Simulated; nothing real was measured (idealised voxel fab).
Presented below is a process module, voxel ribs on slabs.
Section shown: cut. Width: 245 nm. Cell size: 5 nm, square.
A cross-section in this document is a grid of square cells, and it is written down as bands, the top band listed before the ones below it; a band is made up of one or more rows of cells. It is stipulated that each band's entry specify, in nanometres, the height of the top of the band and then that of its bottom, followed by the materials of the band in left-to-right sequence, each together with its width in nanometres. A single material marked by the word "everywhere" is understood to fill the band from edge to edge; the word "empty" is understood to denote empty space. Convention: height 0 is the level below which the wafer, as received, is all one material. The lowest band does not terminate at the bottom but continues downward, represented as "from 0 down". A two-number width, for instance "30->40", indicates that the width is equal to the first number in the top row of the band and to the second number in the bottom row, and that it changes by a constant amount per row of cells. When a step is marked "nothing changed", none of the cells in the cross-section changed during that step. Empty spaces without an open route to the top, at least 8 cells in extent, make up the entry "Enclosed empty spaces"; each is given as width x height at distance, where the distance is measured from the left edge, and all are in nm. Step line, after settings: the simulator's comment on this step. Regarding "overlay nm": on a step with a mask, it is the distance the mask lay to the right of its planned place; a negative value places it to the left.
### So here's the lineup of process steps we planned
1,RECEIVE with material Si
2,DIRECTIONAL_DEP with material SiO2, thk nm 30
3,DIRECTIONAL_DEP with material polySi, thk nm 25
4,MASKED_ETCH with tone cover, mask id RIB, width nm 20, etch materials polySi, depth nm 10, overlay nm 0
5,MASKED_ETCH with tone cover, mask id SLAB, width nm 70, etch materials polySi, depth nm 15, overlay nm 0
6,FILL_DEP with material SiO2, thk nm 20
7,CMP with height nm 70
8,DIRECTIONAL_DEP with material TiN, thk nm 5
9,DIRECTIONAL_DEP with material aC, thk nm 15
10,PATTERN with tone cover, mask id HEATER, material resist, width nm 40, thk nm 30, overlay nm 0
11,DIRECTIONAL_ETCH with etch materials aC, depth nm 15
12,STRIP with etch materials resist
13,DIRECTIONAL_ETCH with etch materials TiN, depth nm 5
14,STRIP with etch materials aC
15,CONFORMAL_DEP with material SiO2, thk nm 10
The wafers are alike at the start. At step 4, their width nm differs. The plan lists the first wafer's value.
### Cut through the first of several wafers as received, post step 1
	from 0 down  Si everywhere
	Enclosed empty spaces: none
### Module finished, last step 15 done: cross-section of the first of several wafers
	from 85 to 80  empty 90 nm / SiO2 60 nm / empty 95 nm
	from 80 to 75  SiO2 everywhere
	from 75 to 70  SiO2 100 nm / TiN 40 nm / SiO2 105 nm
	from 70 to 55  SiO2 everywhere
	from 55 to 45  SiO2 110 nm / polySi 20 nm / SiO2 115 nm
	from 45 to 30  SiO2 85 nm / polySi 70 nm / SiO2 90 nm
	from 30 to 0  SiO2 everywhere
	from 0 down  Si everywhere
	Enclosed empty spaces: none
### The final wafer, sectioned at module end
	from 85 to 80  empty 90 nm / SiO2 60 nm / empty 95 nm
	from 80 to 75  SiO2 everywhere
	from 75 to 70  SiO2 100 nm / TiN 40 nm / SiO2 105 nm
	from 70 to 55  SiO2 everywhere
	from 55 to 45  SiO2 100 nm / polySi 45 nm / SiO2 100 nm
	from 45 to 30  SiO2 85 nm / polySi 70 nm / SiO2 90 nm
	from 30 to 0  SiO2 everywhere
	from 0 down  Si everywhere
	Enclosed empty spaces: none
### Heads up, this table goes wafer by wafer. A row tells you, at the end of the module, how many cells of each material that wafer has put on (+) or dropped (-) since it was received, and then its closed voids
width nm 20 | +738 SiO2 | +8 TiN | +50 polySi | Enclosed empty spaces: none
width nm 25 | +736 SiO2 | +8 TiN | +52 polySi | Enclosed empty spaces: none
width nm 30 | +734 SiO2 | +8 TiN | +54 polySi | Enclosed empty spaces: none
width nm 35 | +732 SiO2 | +8 TiN | +56 polySi | Enclosed empty spaces: none
width nm 40 | +730 SiO2 | +8 TiN | +58 polySi | Enclosed empty spaces: none
width nm 45 | +728 SiO2 | +8 TiN | +60 polySi | Enclosed empty spaces: none
